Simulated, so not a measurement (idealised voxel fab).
This is a process module. Its name is voxel self aligned vias.
Cross-section cut spans 250 nm and uses square cells 5 nm in size.
Cross-section spec: square-cell grid; bands listed top down; each band is one or more rows. Per band: top height and bottom height in nm, followed by the left-to-right materials and their widths in nm; "everywhere" marks a single material spanning edge to edge, "air" marks empty space. Zero point of the height axis is 0; under it, received wafer = one material. Lowest band: continues down indefinitely, "0 -> down". The notation "30..40" denotes a width that varies across the rows of cells in the band, beginning at the first number in the top row, finishing at the second number in the bottom row, and changing by an identical amount from each row to the next. Take "changes: none" at face value: in the step it is given for, the cross-section changed in none of its cells. Enclosed voids (no open way to top), threshold 8 cells or more, entry "Enclosed internal cavities", notation width x height at distance, distance from left edge, nm. after a step's settings: what the simulator itself notes on the step. The line of a step may include "overlay nm". On a step with a mask, this value is how far to the right of its planned place the mask lay. A negative value means the mask lay to the left.
### Planned step list for the process
1) RECEIVE (material Si)
2) CONFORMAL_DEP (material SiO2; thk nm 15)
3) CONFORMAL_DEP (material SiCN; thk nm 5)
4) DIRECTIONAL_DEP (material lowk; thk nm 25)
5) PATTERN (tone open; mask id LINES; material resist; width nm 20; pitch nm 55; thk nm 20; overlay nm 0)
6) DIRECTIONAL_ETCH (etch materials lowk; depth nm 25)
7) STRIP (etch materials resist)
8) CONFORMAL_DEP (material TiN; thk nm 5)
9) FILL_DEP (material W; thk nm 5)
10) CMP (height nm 45)
11) SELECTIVE_ETCH (etch materials W Ru TiN; depth nm 5)
12) FILL_DEP (material SiN; thk nm 10)
13) CMP (height nm 45)
14) DIRECTIONAL_DEP (material lowk; thk nm 20)
15) DIRECTIONAL_DEP (material aC; thk nm 10)
16) PATTERN (tone open; mask id VIAS; material resist; width nm 40; pitch nm 55; thk nm 25; overlay nm 0)
17) DIRECTIONAL_ETCH (etch materials aC; depth nm 10)
18) STRIP (etch materials resist)
19) DIRECTIONAL_ETCH (etch materials lowk; depth nm 20)
20) DIRECTIONAL_ETCH (etch materials SiN; depth nm 5)
21) STRIP (etch materials aC)
22) CONFORMAL_DEP (material TiN; thk nm 5)
23) FILL_DEP (material Ru; thk nm 10)
24) CMP (height nm 65)
25) CONFORMAL_DEP (material SiCN; thk nm 5)
### Incoming wafer, cross-sectional view, post step 1
  0 -> down = Si everywhere
  Enclosed internal cavities: none
### Same starting wafer, same plan as above, one mistake in the execution; this is the cross-section at the end of the module
  70 -> 65 = SiCN everywhere
  65 -> 50 = 55 nm lowk  5 nm TiN  25 nm Ru  5 nm TiN  20 nm lowk  5 nm TiN  25 nm Ru  5 nm TiN  20 nm lowk  5 nm TiN  25 nm Ru  5 nm TiN  50 nm lowk
  50 -> 45 = 55 nm lowk  10 nm TiN  10 nm Ru  15 nm TiN  20 nm lowk  10 nm TiN  10 nm Ru  15 nm TiN  20 nm lowk  10 nm TiN  10 nm Ru  15 nm TiN  50 nm lowk
  45 -> 40 = 60 nm lowk  20 nm TiN  35 nm lowk  20 nm TiN  35 nm lowk  20 nm TiN  60 nm lowk
  40 -> 25 = 60 nm lowk  5 nm TiN  10 nm W  5 nm TiN  35 nm lowk  5 nm TiN  10 nm W  5 nm TiN  35 nm lowk  5 nm TiN  10 nm W  5 nm TiN  60 nm lowk
  25 -> 20 = 60 nm lowk  20 nm TiN  35 nm lowk  20 nm TiN  35 nm lowk  20 nm TiN  60 nm lowk
  20 -> 15 = SiCN everywhere
  15 -> 0 = SiO2 everywhere
  0 -> down = Si everywhere
  Enclosed internal cavities: none
In executing the process, a mistake was made relative to the plan: step 16 did not happen as planned, as run it was PATTERN (tone open; mask id VIAS; material resist; width nm 35; pitch nm 55; thk nm 25; overlay nm 0)
